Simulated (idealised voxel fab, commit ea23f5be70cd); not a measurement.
Process module under the name voxel wiring stack
It is cross-section cut that appears here, measuring 160 nm in width, its square cells being 5 nm in size.
Throughout this document, each cross-section is represented as a grid of square cells and is presented as a sequence of bands enumerated from the top downward, where a band comprises one or more rows of cells.
Heights first: top, then bottom, in nm. Then materials, left to right, each with a width in nm. "everywhere" on a single material: fills the band edge to edge. "empty": empty space.
Heads up on the height convention: 0 is the point under which the incoming wafer is all one material, and the lowest band has no bottom, it just keeps going down, like "0 down".
You'd read "30..40" like this: the band's top row of cells is as wide as the first number, its bottom row is as wide as the second, and going down, every row changes width by the same amount as the row before did.
It should be understood that the words "no change occurred", when stated for a given step, signify that the cross-section underwent no change in any of its cells during that step.
The label "Voids, fully enclosed" introduces a list of the empty spaces, 8 cells or larger, that have no open way up to the top; each entry in it reads width x height at distance, where the distance is taken from the left edge and all three are stated in nm.
That trailing text on a step's line, after the settings, is the simulator's own remark on the step.
When a step includes a mask, the "overlay nm" setting on its line states how far to the right of its planned place that mask lay, and negative values state how far to the left.

These are the steps we planned for the process
| 1 | RECEIVE with material Si |
| 2 | CONFORMAL_DEP with material SiO2, thk nm 10 |
| 3 | DIRECTIONAL_DEP with material TiN, thk nm 5 |
| 4 | DIRECTIONAL_DEP with material W, thk nm 15 |
| 5 | PATTERN with tone cover, mask id METAL_1, material resist, width nm 20, pitch nm 35, thk nm 15, overlay nm 0 |
| 6 | DIRECTIONAL_ETCH with etch materials W, depth nm 15 |
| 7 | DIRECTIONAL_ETCH with etch materials TiN, depth nm 5 |
| 8 | STRIP with etch materials resist |
| 9 | CONFORMAL_DEP with material SiCN, thk nm 5 |
| 10 | FILL_DEP with material lowk, thk nm 5 |
| 11 | CMP with height nm 30 |
| 12 | CONFORMAL_DEP with material SiCN, thk nm 5 |
| 13 | DIRECTIONAL_DEP with material lowk, thk nm 35 |
| 14 | DIRECTIONAL_DEP with material aC, thk nm 10 |
| 15 | PATTERN with tone open, mask id METAL_2, material resist, width nm 20, pitch nm 35, thk nm 30, overlay nm 0 |
| 16 | DIRECTIONAL_ETCH with etch materials aC, depth nm 10 |
| 17 | STRIP with etch materials resist |
| 18 | DIRECTIONAL_ETCH with etch materials lowk, depth nm 20 |
| 19 | STRIP with etch materials aC |
| 20 | DIRECTIONAL_DEP with material aC, thk nm 10 |
| 21 | PATTERN with tone open, mask id METAL_2_HOLES, material resist, width nm 15, thk nm 30, overlay nm 0 |
| 22 | DIRECTIONAL_ETCH with etch materials aC, depth nm 10 |
| 23 | STRIP with etch materials resist |
| 24 | DIRECTIONAL_ETCH with etch materials lowk, depth nm 15 |
| 25 | DIRECTIONAL_ETCH with etch materials SiCN, depth nm 5 |
| 26 | STRIP with etch materials aC |
| 27 | CONFORMAL_DEP with material TiN, thk nm 5 |
| 28 | FILL_DEP with material Cu, thk nm 10 |
| 29 | CMP with height nm 70 |
| 30 | CONFORMAL_DEP with material SiCN, thk nm 5 |
| 31 | DIRECTIONAL_DEP with material SiO2, thk nm 25 |
| 32 | DIRECTIONAL_DEP with material aC, thk nm 10 |
| 33 | PATTERN with tone open, mask id METAL_3_HOLES, material resist, width nm 15, pitch nm 35, thk nm 30, overlay nm 0 |
| 34 | DIRECTIONAL_ETCH with etch materials aC, depth nm 10 |
| 35 | STRIP with etch materials resist |
| 36 | DIRECTIONAL_ETCH with etch materials SiO2, depth nm 25 |
| 37 | STRIP with etch materials aC |
| 38 | PATTERN with tone open, mask id METAL_3, material resist, width nm 20, pitch nm 35, thk nm 15, overlay nm 0 |
| 39 | DIRECTIONAL_ETCH with etch materials SiO2, depth nm 15 |
| 40 | DIRECTIONAL_ETCH with etch materials SiCN, depth nm 5 |
| 41 | STRIP with etch materials resist |
| 42 | CONFORMAL_DEP with material TiN, thk nm 5 |
| 43 | FILL_DEP with material Ru, thk nm 5 |
| 44 | CMP with height nm 100 |
| 45 | CONFORMAL_DEP with material SiCN, thk nm 5 |

Step 1 complete: cross-section of the wafer as received
* 0 down = Si everywhere
* Voids, fully enclosed: none

Cross-section, end of module. Start: as above. Plan: as above. Execution: one mistake
* 105 to 100 = SiCN everywhere
* 100 to 90 = SiO2=50, TiN=5, Ru=10, TiN=5, SiO2=15, TiN=5, Ru=10, TiN=5, SiO2=55
* 90 to 85 = SiO2=50, TiN=5, Ru=5, TiN=10, SiO2=15, TiN=5, Ru=5, TiN=10, SiO2=55
* 85 to 75 = SiO2=50, TiN=5, Ru=5, TiN=5, SiO2=20, TiN=5, Ru=5, TiN=5, SiO2=60
* 75 to 70 = SiCN=50, TiN=15, SiCN=20, TiN=15, SiCN=60
* 70 to 55 = lowk=50, TiN=5, Cu=10, TiN=5, lowk=15, TiN=5, Cu=10, TiN=5, lowk=55
* 55 to 50 = lowk=50, TiN=5, Cu=5, TiN=10, lowk=15, TiN=20, lowk=55
* 50 to 35 = lowk=50, TiN=5, Cu=5, TiN=5, lowk=95
* 35 to 30 = SiCN=50, TiN=15, SiCN=95
* 30 to 25 = lowk=45, SiCN=30, lowk=5, SiCN=30, lowk=50
* 25 to 15 = lowk=45, SiCN=5, W=20, SiCN=5, lowk=5, SiCN=5, W=20, SiCN=5, lowk=50
* 15 to 10 = SiCN=50, W=20, SiCN=15, W=20, SiCN=55
* 10 to 0 = SiO2 everywhere
* 0 down = Si everywhere
* Voids, fully enclosed: none
The mistake made against the process plan was this: step 3 from the plan never happened, it was just skipped
